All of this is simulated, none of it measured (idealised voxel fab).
process module | voxel capacitor over wiring
cross-section cut | 275 nm wide | cells 5 nm
A cross-section is a grid of square cells, given in bands from the top down. A band is one or more rows of cells.
Each band's line starts with the height of the band's top and of its bottom, in nm. Then come its materials from left to right, each with its width in nm. One material with "throughout" fills the band from edge to edge. "air" is empty space.
Height 0 is the level under which the wafer as received is all one material. The lowest band goes on downwards, as in "0 down".
A width such as "30 to 40" changes by the same amount from each row of cells to the next, from the band's top row to its bottom row.
"no change" after a step means that no cell of the cross-section changed.
closed voids: empty space of 8 cells or more with no open way to the top, each as width x height at its distance from the left edge, in nm
after a step's settings: what the simulator itself notes on the step
overlay nm, on a step with a mask: how far to the right of its planned place the mask lay; to the left if negative
plan
1 op RECEIVE | material Si
2 op CONFORMAL_DEP | material SiO2 | thk nm 10
3 op CONFORMAL_DEP | material SiCN | thk nm 5
4 op DIRECTIONAL_DEP | material lowk | thk nm 20
5 op MASKED_ETCH | tone open | mask id METAL_1 | width nm 30 | pitch nm 90 | etch materials lowk | depth nm 20 | overlay nm 0
6 op MASKED_ETCH | tone open | mask id METAL_1 | width nm 30 | pitch nm 90 | etch materials SiCN | depth nm 5 | overlay nm 0
7 op CONFORMAL_DEP | material TiN | thk nm 5
8 op FILL_DEP | material Cu | thk nm 5
9 op CMP | height nm 35
10 op CONFORMAL_DEP | material SiCN | thk nm 5
11 op DIRECTIONAL_DEP | material SiO2 | thk nm 15
12 op PATTERN | tone open | mask id PLUG_1 | material resist | width nm 15 | thk nm 20 | overlay nm 0
13 op DIRECTIONAL_ETCH | etch materials SiO2 | depth nm 15
14 op DIRECTIONAL_ETCH | etch materials SiCN | depth nm 5
15 op STRIP | etch materials resist
16 op CONFORMAL_DEP | material TiN | thk nm 5
17 op FILL_DEP | material Ru | thk nm 10
18 op CMP | height nm 55
19 op DIRECTIONAL_DEP | material TiN | thk nm 5
20 op DIRECTIONAL_DEP | material SiN | thk nm 5
21 op DIRECTIONAL_DEP | material TiN | thk nm 5
22 op MASKED_ETCH | tone cover | mask id UPPER_PLATE | width nm 65 | etch materials TiN | depth nm 5 | overlay nm 0
23 op MASKED_ETCH | tone cover | mask id UPPER_PLATE | width nm 65 | etch materials SiN | depth nm 5 | overlay nm 0
24 op PATTERN | tone cover | mask id LOWER_PLATE | material resist | width nm 75 | thk nm 15 | overlay nm 0
25 op DIRECTIONAL_ETCH | etch materials TiN | depth nm 5
26 op STRIP | etch materials resist
27 op FILL_DEP | material SiO2 | thk nm 20
28 op CMP | height nm 85
29 op MASKED_ETCH | tone open | mask id PLUG_2 | width nm 15 | etch materials SiO2 | depth nm 15 | overlay nm 0
30 op CONFORMAL_DEP | material TiN | thk nm 5
31 op FILL_DEP | material Ru | thk nm 5
32 op CMP | height nm 85
33 op CONFORMAL_DEP | material SiN | thk nm 5
first wafer, as planned
as received, after step 1
  0 down: Si throughout
  closed voids: none
after step 2
  10 to 0: SiO2 throughout
  below 0: unchanged
after step 3
  15 to 10: SiCN throughout
  below 10: unchanged
after step 4
  35 to 15: lowk throughout
  below 15: unchanged
after step 5
  35 to 15: lowk 75 | air 30 | lowk 60 | air 30 | lowk 80
  below 15: unchanged
after step 6
  35 to 15: lowk 75 | air 30 | lowk 60 | air 30 | lowk 80
  15 to 10: SiCN 75 | air 30 | SiCN 60 | air 30 | SiCN 80
  below 10: unchanged
after step 7
  40 to 35: TiN 80 | air 20 | TiN 70 | air 20 | TiN 85
  35 to 15: lowk 75 | TiN 5 | air 20 | TiN 5 | lowk 60 | TiN 5 | air 20 | TiN 5 | lowk 80
  15 to 10: SiCN 75 | TiN 30 | SiCN 60 | TiN 30 | SiCN 80
  below 10: unchanged
after step 8
  45 to 40: Cu throughout
  40 to 35: TiN 80 | Cu 20 | TiN 70 | Cu 20 | TiN 85
  35 to 15: lowk 75 | TiN 5 | Cu 20 | TiN 5 | lowk 60 | TiN 5 | Cu 20 | TiN 5 | lowk 80
  below 15: unchanged
after step 9
  35 to 15: lowk 75 | TiN 5 | Cu 20 | TiN 5 | lowk 60 | TiN 5 | Cu 20 | TiN 5 | lowk 80
  below 15: unchanged
after step 10
  40 to 35: SiCN throughout
  below 35: unchanged
after step 11
  55 to 40: SiO2 throughout
  below 40: unchanged
after step 12
  75 to 55: resist 90 | air 15 | resist 170
  below 55: unchanged
after step 13
  75 to 55: resist 90 | air 15 | resist 170
  55 to 40: SiO2 90 | air 15 | SiO2 170
  below 40: unchanged
after step 14
  75 to 55: resist 90 | air 15 | resist 170
  55 to 40: SiO2 90 | air 15 | SiO2 170
  40 to 35: SiCN 90 | air 15 | SiCN 170
  below 35: unchanged
after step 15
  55 to 40: SiO2 90 | air 15 | SiO2 170
  below 40: unchanged
after step 16
  60 to 55: TiN 95 | air 5 | TiN 175
  55 to 40: SiO2 90 | TiN 5 | air 5 | TiN 5 | SiO2 170
  40 to 35: SiCN 90 | TiN 15 | SiCN 170
  below 35: unchanged
after step 17
  70 to 60: Ru throughout
  60 to 55: TiN 95 | Ru 5 | TiN 175
  55 to 40: SiO2 90 | TiN 5 | Ru 5 | TiN 5 | SiO2 170
  below 40: unchanged
after step 18
  55 to 40: SiO2 90 | TiN 5 | Ru 5 | TiN 5 | SiO2 170
  below 40: unchanged
after step 19
  60 to 55: TiN throughout
  below 55: unchanged
after step 20
  65 to 60: SiN throughout
  below 60: unchanged
after step 21
  70 to 65: TiN throughout
  below 65: unchanged
after step 22
  70 to 65: air 90 | TiN 65 | air 120
  below 65: unchanged
after step 23
  70 to 65: air 90 | TiN 65 | air 120
  65 to 60: air 90 | SiN 65 | air 120
  below 60: unchanged
after step 24
  85 to 70: air 85 | resist 75 | air 115
  70 to 65: air 85 | resist 5 | TiN 65 | resist 5 | air 115
  65 to 60: air 85 | resist 5 | SiN 65 | resist 5 | air 115
  below 60: unchanged
after step 25
  85 to 70: air 85 | resist 75 | air 115
  70 to 65: air 85 | resist 5 | TiN 65 | resist 5 | air 115
  65 to 60: air 85 | resist 5 | SiN 65 | resist 5 | air 115
  60 to 55: air 85 | TiN 75 | air 115
  below 55: unchanged
after step 26
  70 to 65: air 90 | TiN 65 | air 120
  65 to 60: air 90 | SiN 65 | air 120
  below 60: unchanged
after step 27
  90 to 70: SiO2 throughout
  70 to 65: SiO2 90 | TiN 65 | SiO2 120
  65 to 60: SiO2 90 | SiN 65 | SiO2 120
  60 to 55: SiO2 85 | TiN 75 | SiO2 115
  below 55: unchanged
after step 28
  85 to 70: SiO2 throughout
  below 70: unchanged
after step 29
  85 to 70: SiO2 100 | air 15 | SiO2 160
  below 70: unchanged
after step 30
  90 to 85: TiN 105 | air 5 | TiN 165
  85 to 75: SiO2 100 | TiN 5 | air 5 | TiN 5 | SiO2 160
  75 to 65: SiO2 100 to 90 | TiN 15 to 65 | SiO2 160 to 120
  below 65: unchanged
after step 31
  95 to 90: Ru throughout
  90 to 85: TiN 105 | Ru 5 | TiN 165
  85 to 75: SiO2 100 | TiN 5 | Ru 5 | TiN 5 | SiO2 160
  below 75: unchanged
after step 32
  85 to 75: SiO2 100 | TiN 5 | Ru 5 | TiN 5 | SiO2 160
  below 75: unchanged
after step 33
  90 to 85: SiN throughout
  below 85: unchanged
second wafer: like start, like plan, one mistake. Through step 11 it matches the first wafer
when step 12 should have ended
  75 to 55: resist 100 | air 15 | resist 160
  below 55: unchanged
when step 13 should have ended
  75 to 55: resist 100 | air 15 | resist 160
  55 to 40: SiO2 100 | air 15 | SiO2 160
  below 40: unchanged
when step 14 should have ended
  75 to 55: resist 100 | air 15 | resist 160
  55 to 40: SiO2 100 | air 15 | SiO2 160
  40 to 35: SiCN 100 | air 15 | SiCN 160
  below 35: unchanged
when step 15 should have ended
  55 to 40: SiO2 100 | air 15 | SiO2 160
  below 40: unchanged
when step 16 should have ended
  60 to 55: TiN 105 | air 5 | TiN 165
  55 to 40: SiO2 100 | TiN 5 | air 5 | TiN 5 | SiO2 160
  40 to 35: SiCN 100 | TiN 15 | SiCN 160
  below 35: unchanged
when step 17 should have ended
  70 to 60: Ru throughout
  60 to 55: TiN 105 | Ru 5 | TiN 165
  55 to 40: SiO2 100 | TiN 5 | Ru 5 | TiN 5 | SiO2 160
  below 40: unchanged
when step 18 should have ended
  55 to 40: SiO2 100 | TiN 5 | Ru 5 | TiN 5 | SiO2 160
  below 40: unchanged
when step 19 should have ended
  60 to 55: TiN throughout
  below 55: unchanged
when step 20 should have ended
  65 to 60: SiN throughout
  below 60: unchanged
when step 21 should have ended
  70 to 65: TiN throughout
  below 65: unchanged
when step 22 should have ended
  70 to 65: air 90 | TiN 65 | air 120
  below 65: unchanged
when step 23 should have ended
  70 to 65: air 90 | TiN 65 | air 120
  65 to 60: air 90 | SiN 65 | air 120
  below 60: unchanged
when step 24 should have ended
  85 to 70: air 85 | resist 75 | air 115
  70 to 65: air 85 | resist 5 | TiN 65 | resist 5 | air 115
  65 to 60: air 85 | resist 5 | SiN 65 | resist 5 | air 115
  below 60: unchanged
when step 25 should have ended
  85 to 70: air 85 | resist 75 | air 115
  70 to 65: air 85 | resist 5 | TiN 65 | resist 5 | air 115
  65 to 60: air 85 | resist 5 | SiN 65 | resist 5 | air 115
  60 to 55: air 85 | TiN 75 | air 115
  below 55: unchanged
when step 26 should have ended
  70 to 65: air 90 | TiN 65 | air 120
  65 to 60: air 90 | SiN 65 | air 120
  below 60: unchanged
when step 27 should have ended
  90 to 70: SiO2 throughout
  70 to 65: SiO2 90 | TiN 65 | SiO2 120
  65 to 60: SiO2 90 | SiN 65 | SiO2 120
  60 to 55: SiO2 85 | TiN 75 | SiO2 115
  below 55: unchanged
when step 28 should have ended
  85 to 70: SiO2 throughout
  below 70: unchanged
when step 29 should have ended
  85 to 70: SiO2 100 | air 15 | SiO2 160
  below 70: unchanged
when step 30 should have ended
  90 to 85: TiN 105 | air 5 | TiN 165
  85 to 75: SiO2 100 | TiN 5 | air 5 | TiN 5 | SiO2 160
  75 to 65: SiO2 100 to 90 | TiN 15 to 65 | SiO2 160 to 120
  below 65: unchanged
when step 31 should have ended
  95 to 90: Ru throughout
  90 to 85: TiN 105 | Ru 5 | TiN 165
  85 to 75: SiO2 100 | TiN 5 | Ru 5 | TiN 5 | SiO2 160
  below 75: unchanged
when step 32 should have ended
  85 to 75: SiO2 100 | TiN 5 | Ru 5 | TiN 5 | SiO2 160
  below 75: unchanged
when step 33 should have ended
  90 to 85: SiN throughout
  below 85: unchanged
what went wrong: step 12 ran as: op PATTERN | tone open | mask id PLUG_1 | material resist | width nm 15 | thk nm 20 | overlay nm 10
at the end the second wafer has, in cells: as many of each material as the first, in other places
